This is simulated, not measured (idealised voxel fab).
Documented hereafter: the process module known as voxel gate over fins.
Displayed cross-section: cut, width of 280 nm, square cells sized 5 nm.
When this document writes out a cross-section, it uses a grid of square cells and lists it as bands, beginning at the top and moving down, with a band standing for one or more rows of cells. A band entry consists of two parts. The first gives the height of the band's top and the height of its bottom, in nm. The rest lists the band's materials from left to right, each with its width in nm. A single material labelled with the word "all across" fills the band from edge to edge, and the word "empty" marks empty space. Basically, 0 is our baseline, since under it the wafer straight out of the box is all one material. The bottom band has no lower end and keeps on going down, so it looks like "from 0 down". Note: "30 to 40" means the width goes from the first number (top row of the band) to the second number (bottom row) in equal steps per row of cells. "nothing different" for a step: no cell of the cross-section changed in that step. Listed in "Catalogued sealed voids": every empty space of 8 or more cells without an open way to the top. Form: width x height at distance, the distance being from the left edge, all in nm. Note: text after step settings on the step line = simulator remark on that step. overlay nm: step with mask; distance mask lay right of planned place; negative value = left of planned place.

[Intended process steps]
- 1: RECEIVE, material Si
- 2: CONFORMAL_DEP, material SiN, thk nm 5
- 3: PATTERN, tone cover, mask id FINS, material resist, width nm 15, pitch nm 45, thk nm 20, overlay nm 0
- 4: DIRECTIONAL_ETCH, etch materials SiN, depth nm 5
- 5: DIRECTIONAL_ETCH, etch materials Si, depth nm 35
- 6: STRIP, etch materials resist
- 7: FILL_DEP, material SiO2, thk nm 15
- 8: CMP, height nm 5
- 9: SELECTIVE_ETCH, etch materials SiO2, depth nm 10
- 10: STRIP, etch materials SiN
- 11: CONFORMAL_DEP, material HfO2, thk nm 5
- 12: CONFORMAL_DEP, material TiN, thk nm 5
- 13: CONFORMAL_DEP, material TiAl, thk nm 5
- 14: CONFORMAL_DEP, material TiN, thk nm 5
- 15: FILL_DEP, material W, thk nm 10
- 16: CMP, height nm 25
- 17: CONFORMAL_DEP, material SiN, thk nm 10
All wafers enter the flow in the same state. The depth nm at step 9 differs from wafer to wafer, and the plan gives the value for the first wafer.

[First of several wafers, received after step 1, in cross-section]
- from 0 down: Si all across
- Catalogued sealed voids: none

[The cross-section of the first of several wafers is given below for the end of the module, after its final step, step 17]
- from 35 to 25: SiN all across
- from 25 to 20: W all across
- from 20 to 15: W (90) | TiN (100) | W (90)
- from 15 to 10: TiN (95) | TiAl (90) | TiN (95)
- from 10 to 5: TiAl (100) | TiN (35) | TiAl (10) | TiN (35) | TiAl (100)
- from 5 to 0: TiN (105) | HfO2 (25) | TiN (20) | HfO2 (25) | TiN (105)
- from 0 to -5: HfO2 (110) | Si (15) | HfO2 (30) | Si (15) | HfO2 (110)
- from -5 to -35: SiO2 (110) | Si (15) | SiO2 (30) | Si (15) | SiO2 (110)
- from -35 down: Si all across
- Catalogued sealed voids: none

[Here we cross-sectioned the last of the wafers once the module was done]
- from 35 to 25: SiN all across
- from 25 to 20: W all across
- from 20 to 15: W (90) | TiN (100) | W (90)
- from 15 to 10: W (90) | TiN (5) | TiAl (90) | TiN (5) | W (90)
- from 10 to 5: W (90) | TiN (5) | TiAl (5) | TiN (35) | TiAl (10) | TiN (35) | TiAl (5) | TiN (5) | W (90)
- from 5 to 0: W (90) | TiN (5) | TiAl (5) | TiN (5) | HfO2 (25) | TiN (5) | TiAl (10) | TiN (5) | HfO2 (25) | TiN (5) | TiAl (5) | TiN (5) | W (90)
- from 0 to -10: W (90) | TiN (5) | TiAl (5) | TiN (5) | HfO2 (5) | Si (15) | HfO2 (5) | TiN (5) | TiAl (10) | TiN (5) | HfO2 (5) | Si (15) | HfO2 (5) | TiN (5) | TiAl (5) | TiN (5) | W (90)
- from -10 to -15: TiN (95) | TiAl (5) | TiN (5) | HfO2 (5) | Si (15) | HfO2 (5) | TiN (5) | TiAl (10) | TiN (5) | HfO2 (5) | Si (15) | HfO2 (5) | TiN (5) | TiAl (5) | TiN (95)
- from -15 to -20: TiAl (100) | TiN (5) | HfO2 (5) | Si (15) | HfO2 (5) | TiN (5) | TiAl (10) | TiN (5) | HfO2 (5) | Si (15) | HfO2 (5) | TiN (5) | TiAl (100)
- from -20 to -25: TiN (105) | HfO2 (5) | Si (15) | HfO2 (5) | TiN (20) | HfO2 (5) | Si (15) | HfO2 (5) | TiN (105)
- from -25 to -30: HfO2 (110) | Si (15) | HfO2 (30) | Si (15) | HfO2 (110)
- from -30 to -35: SiO2 (110) | Si (15) | SiO2 (30) | Si (15) | SiO2 (110)
- from -35 down: Si all across
- Catalogued sealed voids: none

[Take any row and you have a wafer at the end of the module: how many cells of each material it has gained (+) or lost (-) since it was received, and then its closed voids]
depth nm 10, +60 HfO2, -350 Si, +112 SiN, +300 SiO2, +60 TiAl, +118 TiN, +92 W, Catalogued sealed voids: none
depth nm 15, +64 HfO2, -350 Si, +112 SiN, +250 SiO2, +64 TiAl, +124 TiN, +128 W, Catalogued sealed voids: none
depth nm 20, +68 HfO2, -350 Si, +112 SiN, +200 SiO2, +68 TiAl, +130 TiN, +164 W, Catalogued sealed voids: none
depth nm 25, +72 HfO2, -350 Si, +112 SiN, +150 SiO2, +72 TiAl, +136 TiN, +200 W, Catalogued sealed voids: none
depth nm 30, +76 HfO2, -350 Si, +112 SiN, +100 SiO2, +76 TiAl, +142 TiN, +236 W, Catalogued sealed voids: none
depth nm 35, +80 HfO2, -350 Si, +112 SiN, +50 SiO2, +80 TiAl, +148 TiN, +272 W, Catalogued sealed voids: none
